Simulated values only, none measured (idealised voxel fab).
The name of this process module is voxel fin reveal.
Square cells of 5 nm make up the cross-section cut, whose width is 155 nm.
Format of a cross-section: grid, square cells. Given as bands. Order: top down. Band: one or more rows of cells.
Band: top and bottom heights (nm) first, top before bottom; then materials from left to right, widths in nm. "all across" marks a sole material filling the band edge to edge. "blank" denotes empty space.
A quick word on heights: they are counted from 0, and under that level the wafer as it came to us is one material throughout. The lowest band is different from the rest in having no bottom; it simply continues downward, written as in "0..down".
You'd read "30->40" like this: the band's top row of cells is as wide as the first number, its bottom row is as wide as the second, and going down, every row changes width by the same amount as the row before did.
"no change" for a step: no cell of the cross-section changed in that step.
What "Enclosed voids" gives you is every empty space of 8 cells or more that is cut off from the top. Each appears as width x height at distance, with the distance taken from the left edge and width, height and distance all in nm.
after a step's settings: what the simulator itself notes on the step
overlay nm: where the mask lay relative to plan, measured to the right, on steps with a mask; negatives go left.

# Listed below are the process steps as planned
1) op RECEIVE | material Si
2) op CONFORMAL_DEP | material SiN | thk nm 10
3) op MASKED_ETCH | tone cover | mask id FINS | width nm 15 | pitch nm 35 | etch materials SiN | depth nm 10 | overlay nm 0
4) op MASKED_ETCH | tone cover | mask id FINS | width nm 15 | pitch nm 35 | etch materials Si | depth nm 30 | overlay nm 0
5) op OXIDIZE | depth nm 5
6) op FILL_DEP | material SiO2 | thk nm 15
7) op CMP | height nm 10
8) op SELECTIVE_ETCH | etch materials SiO2 | depth nm 25
9) op STRIP | etch materials SiN

# Cross-section of the incoming wafer, state after step 1
  0..down | Si all across
  Enclosed voids: none

# The cross-section shown corresponds to the wafer at the conclusion of the module. The initial structure and the process plan are those presented above; however, one mistake occurred in executing the plan
  10..0 | blank 35, then SiN 15, then blank 20, then SiN 15, then blank 20, then SiN 15, then blank 35
  0..-15 | blank 40, then Si 5, then blank 30, then Si 5, then blank 30, then Si 5, then blank 40
  -15..-35 | SiO2 40, then Si 5, then SiO2 30, then Si 5, then SiO2 30, then Si 5, then SiO2 40
  -35..down | Si all across
  Enclosed voids: none
Deviation noted in wafer processing: step 9 in the plan did not get run; it was skipped
